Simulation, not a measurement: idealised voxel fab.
The document below concerns the process module designated voxel spacer lines.
The width of the displayed cross-section, cut, is 250 nm; its cells are square, with a size of 5 nm.
Format of a cross-section: grid, square cells. Given as bands. Order: top down. Band: one or more rows of cells. Band: top height; bottom height; in nm. Then, left to right: material with width in nm, for each material. "all across": a single material spanning edge to edge. "air": empty space. Height 0 is the level under which the wafer as received is all one material. The lowest band goes on downwards, as in "0 -> down". You'd read "30 to 40" like this: the band's top row of cells is as wide as the first number, its bottom row is as wide as the second, and going down, every row changes width by the same amount as the row before did. Reading "no modification" for a step: not a cell of the cross-section changed in it. Entry "Enclosed internal voids". Content: empty spaces with no open connection to the top, size 8 cells or greater. Each: width x height at distance. Distance: from left edge. Unit: nm. Post-settings text on a step line: simulator's own remark regarding the step. "overlay nm", when on a step's line for a step with a mask, measures how far to the right of its planned place the mask lay; a negative measure means to the left.

**These are the steps we planned for the process**
step 1: op RECEIVE | material Si
step 2: op CONFORMAL_DEP | material SiO2 | thk nm 10
step 3: op DIRECTIONAL_DEP | material TiN | thk nm 15
step 4: op DIRECTIONAL_DEP | material aC | thk nm 30
step 5: op PATTERN | tone cover | mask id MANDREL | material resist | width nm 25 | pitch nm 80 | thk nm 35 | overlay nm 0
step 6: op DIRECTIONAL_ETCH | etch materials aC | depth nm 30
step 7: op STRIP | etch materials resist
step 8: op CONFORMAL_DEP | material SiN | thk nm 15
step 9: op DIRECTIONAL_ETCH | etch materials SiN | depth nm 15
step 10: op STRIP | etch materials aC
step 11: op DIRECTIONAL_ETCH | etch materials TiN | depth nm 15
step 12: op STRIP | etch materials SiN

**Below: the first of two wafers, run as planned**

**as received, after step 1**
* 0 -> down  Si all across
* Enclosed internal voids: none

**Cross-section of the wafer subsequent to step 2**
* 10 -> 0  SiO2 all across
* Anything lower than 0 is untouched.

**Cross-section of the wafer subsequent to step 3**
* 25 -> 10  TiN all across
* Anything lower than 10 is untouched.

**Cross-section of the wafer subsequent to step 4**
* 55 -> 25  aC all across
* Anything lower than 25 is untouched.

**Cross-section of the wafer subsequent to step 5**
* 90 -> 55  air 70, then resist 25, then air 55, then resist 25, then air 75
* Anything lower than 55 is untouched.

**Cross-section of the wafer subsequent to step 6**
* 60 -> 55  air 70, then resist 25, then air 55, then resist 25, then air 75
* 55 -> 25  air 70, then aC 25, then air 55, then aC 25, then air 75
* Anything lower than 25 is untouched.

**Cross-section of the wafer subsequent to step 7**
* 55 -> 25  air 70, then aC 25, then air 55, then aC 25, then air 75
* Anything lower than 25 is untouched.

**Cross-section of the wafer subsequent to step 8**
* 70 -> 55  air 55, then SiN 55, then air 25, then SiN 55, then air 60
* 55 -> 40  air 55, then SiN 15, then aC 25, then SiN 15, then air 25, then SiN 15, then aC 25, then SiN 15, then air 60
* 40 -> 25  SiN 70, then aC 25, then SiN 55, then aC 25, then SiN 75
* Anything lower than 25 is untouched.

**Cross-section of the wafer subsequent to step 9**
* 55 -> 25  air 55, then SiN 15, then aC 25, then SiN 15, then air 25, then SiN 15, then aC 25, then SiN 15, then air 60
* Anything lower than 25 is untouched.

**Cross-section of the wafer subsequent to step 10**
* 55 -> 25  air 55, then SiN 15, then air 25, then SiN 15, then air 25, then SiN 15, then air 25, then SiN 15, then air 60
* Anything lower than 25 is untouched.

**Cross-section of the wafer subsequent to step 11**
* 55 -> 25  air 55, then SiN 15, then air 25, then SiN 15, then air 25, then SiN 15, then air 25, then SiN 15, then air 60
* 25 -> 10  air 55, then TiN 15, then air 25, then TiN 15, then air 25, then TiN 15, then air 25, then TiN 15, then air 60
* Anything lower than 10 is untouched.

**Cross-section of the wafer subsequent to step 12**
* 25 -> 10  air 55, then TiN 15, then air 25, then TiN 15, then air 25, then TiN 15, then air 25, then TiN 15, then air 60
* Anything lower than 10 is untouched.

**Second wafer: same start and same plan as the first, one execution error; identical to the first through step 10**

**Planned end of step 11: second wafer, cross-section**
* 55 -> 25  air 55, then SiN 15, then air 25, then SiN 15, then air 25, then SiN 15, then air 25, then SiN 15, then air 60
* 25 -> 20  air 55, then TiN 15, then air 25, then TiN 15, then air 25, then TiN 15, then air 25, then TiN 15, then air 60
* Anything lower than 20 is untouched.

**Planned end of step 12: second wafer, cross-section**
* 25 -> 20  air 55, then TiN 15, then air 25, then TiN 15, then air 25, then TiN 15, then air 25, then TiN 15, then air 60
* Anything lower than 20 is untouched.
Plan not followed: step 11 ran differently from the plan; actual operation with settings: op DIRECTIONAL_ETCH | etch materials TiN | depth nm 5
Counted in cells at the end, the second wafer holds more or fewer of these materials than the first: 76 more of TiN
